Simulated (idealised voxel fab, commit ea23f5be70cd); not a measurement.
process module | voxel ribs on slabs
cross-section cut | 290 nm wide | cells 5 nm
A cross-section is a grid of square cells, given in bands from the top down. A band is one or more rows of cells.
Each band's line starts with the height of the band's top and of its bottom, in nm. Then come its materials from left to right, each with its width in nm. One material with "throughout" fills the band from edge to edge. "air" is empty space.
Height 0 is the level under which the wafer as received is all one material. The lowest band goes on downwards, as in "0 down".
A width such as "30 to 40" changes by the same amount from each row of cells to the next, from the band's top row to its bottom row.
"no change" after a step means that no cell of the cross-section changed.
closed voids: empty space of 8 cells or more with no open way to the top, each as width x height at its distance from the left edge, in nm
after a step's settings: what the simulator itself notes on the step
overlay nm, on a step with a mask: how far to the right of its planned place the mask lay; to the left if negative
plan
1 op RECEIVE | material Si
2 op DIRECTIONAL_DEP | material SiO2 | thk nm 25
3 op DIRECTIONAL_DEP | material polySi | thk nm 20
4 op DIRECTIONAL_DEP | material aC | thk nm 15
5 op PATTERN | tone cover | mask id RIB | material resist | width nm 25 | thk nm 35 | overlay nm 0
6 op DIRECTIONAL_ETCH | etch materials aC | depth nm 15
7 op STRIP | etch materials resist
8 op DIRECTIONAL_ETCH | etch materials polySi | depth nm 5
9 op STRIP | etch materials aC
10 op DIRECTIONAL_DEP | material aC | thk nm 15
11 op PATTERN | tone cover | mask id SLAB | material resist | width nm 85 | thk nm 30 | overlay nm 0
12 op DIRECTIONAL_ETCH | etch materials aC | depth nm 15
13 op STRIP | etch materials resist
14 op DIRECTIONAL_ETCH | etch materials polySi | depth nm 15
15 op STRIP | etch materials aC
16 op FILL_DEP | material SiO2 | thk nm 20
17 op CMP | height nm 55
18 op DIRECTIONAL_DEP | material TiN | thk nm 10
19 op PATTERN | tone cover | mask id HEATER | material resist | width nm 35 | thk nm 20 | overlay nm 0
20 op DIRECTIONAL_ETCH | etch materials TiN | depth nm 10
21 op STRIP | etch materials resist
22 op CONFORMAL_DEP | material SiO2 | thk nm 10
first wafer, as planned
as received, after step 1
  0 down: Si throughout
  closed voids: none
after step 2
  25 to 0: SiO2 throughout
  below 0: unchanged
after step 3
  45 to 25: polySi throughout
  below 25: unchanged
after step 4
  60 to 45: aC throughout
  below 45: unchanged
after step 5
  95 to 60: air 130 | resist 25 | air 135
  below 60: unchanged
after step 6
  80 to 60: air 130 | resist 25 | air 135
  60 to 45: air 130 | aC 25 | air 135
  below 45: unchanged
after step 7
  60 to 45: air 130 | aC 25 | air 135
  below 45: unchanged
after step 8
  60 to 45: air 130 | aC 25 | air 135
  45 to 40: air 130 | polySi 25 | air 135
  below 40: unchanged
after step 9
  45 to 40: air 130 | polySi 25 | air 135
  below 40: unchanged
after step 10
  60 to 55: air 130 | aC 25 | air 135
  55 to 45: aC throughout
  45 to 40: aC 130 | polySi 25 | aC 135
  below 40: unchanged
after step 11
  90 to 60: air 100 | resist 85 | air 105
  60 to 55: air 100 | resist 30 | aC 25 | resist 30 | air 105
  below 55: unchanged
after step 12
  75 to 60: air 100 | resist 85 | air 105
  60 to 55: air 100 | resist 30 | aC 25 | resist 30 | air 105
  55 to 45: air 100 | aC 85 | air 105
  45 to 40: air 100 | aC 30 | polySi 25 | aC 30 | air 105
  below 40: unchanged
after step 13
  60 to 55: air 130 | aC 25 | air 135
  below 55: unchanged
after step 14
  60 to 55: air 130 | aC 25 | air 135
  55 to 45: air 100 | aC 85 | air 105
  45 to 40: air 100 | aC 30 | polySi 25 | aC 30 | air 105
  40 to 25: air 100 | polySi 85 | air 105
  below 25: unchanged
after step 15
  45 to 40: air 130 | polySi 25 | air 135
  below 40: unchanged
after step 16
  65 to 45: SiO2 throughout
  45 to 40: SiO2 130 | polySi 25 | SiO2 135
  40 to 25: SiO2 100 | polySi 85 | SiO2 105
  below 25: unchanged
after step 17
  55 to 45: SiO2 throughout
  below 45: unchanged
after step 18
  65 to 55: TiN throughout
  below 55: unchanged
after step 19
  85 to 65: air 125 | resist 35 | air 130
  below 65: unchanged
after step 20
  85 to 65: air 125 | resist 35 | air 130
  65 to 55: air 125 | TiN 35 | air 130
  below 55: unchanged
after step 21
  65 to 55: air 125 | TiN 35 | air 130
  below 55: unchanged
after step 22
  75 to 65: air 115 | SiO2 55 | air 120
  65 to 55: SiO2 125 | TiN 35 | SiO2 130
  below 55: unchanged
second wafer: like start, like plan, one mistake. Through step 1 it matches the first wafer
when step 2 should have ended
  20 to 0: polySi throughout
  below 0: unchanged
when step 3 should have ended
  45 to 20: SiO2 throughout
  below 20: unchanged
when step 4 should have ended
  60 to 45: aC throughout
  below 45: unchanged
when step 5 should have ended
  95 to 60: air 130 | resist 25 | air 135
  below 60: unchanged
when step 6 should have ended
  80 to 60: air 130 | resist 25 | air 135
  60 to 45: air 130 | aC 25 | air 135
  below 45: unchanged
when step 7 should have ended
  60 to 45: air 130 | aC 25 | air 135
  below 45: unchanged
when step 8 should have ended: no change
when step 9 should have ended
  45 to 20: SiO2 throughout
  below 20: unchanged
when step 10 should have ended
  60 to 45: aC throughout
  below 45: unchanged
when step 11 should have ended
  90 to 60: air 100 | resist 85 | air 105
  below 60: unchanged
when step 12 should have ended
  75 to 60: air 100 | resist 85 | air 105
  60 to 45: air 100 | aC 85 | air 105
  below 45: unchanged
when step 13 should have ended
  60 to 45: air 100 | aC 85 | air 105
  below 45: unchanged
when step 14 should have ended: no change
when step 15 should have ended
  45 to 20: SiO2 throughout
  below 20: unchanged
when step 16 should have ended
  65 to 20: SiO2 throughout
  below 20: unchanged
when step 17 should have ended
  55 to 20: SiO2 throughout
  below 20: unchanged
when step 18 should have ended
  65 to 55: TiN throughout
  below 55: unchanged
when step 19 should have ended
  85 to 65: air 125 | resist 35 | air 130
  below 65: unchanged
when step 20 should have ended
  85 to 65: air 125 | resist 35 | air 130
  65 to 55: air 125 | TiN 35 | air 130
  below 55: unchanged
when step 21 should have ended
  65 to 55: air 125 | TiN 35 | air 130
  below 55: unchanged
when step 22 should have ended
  75 to 65: air 115 | SiO2 55 | air 120
  65 to 55: SiO2 125 | TiN 35 | SiO2 130
  below 55: unchanged
what went wrong: steps 2 and 3 were swapped
at the end the second wafer has, in cells: 176 fewer of SiO2 | 176 more of polySi
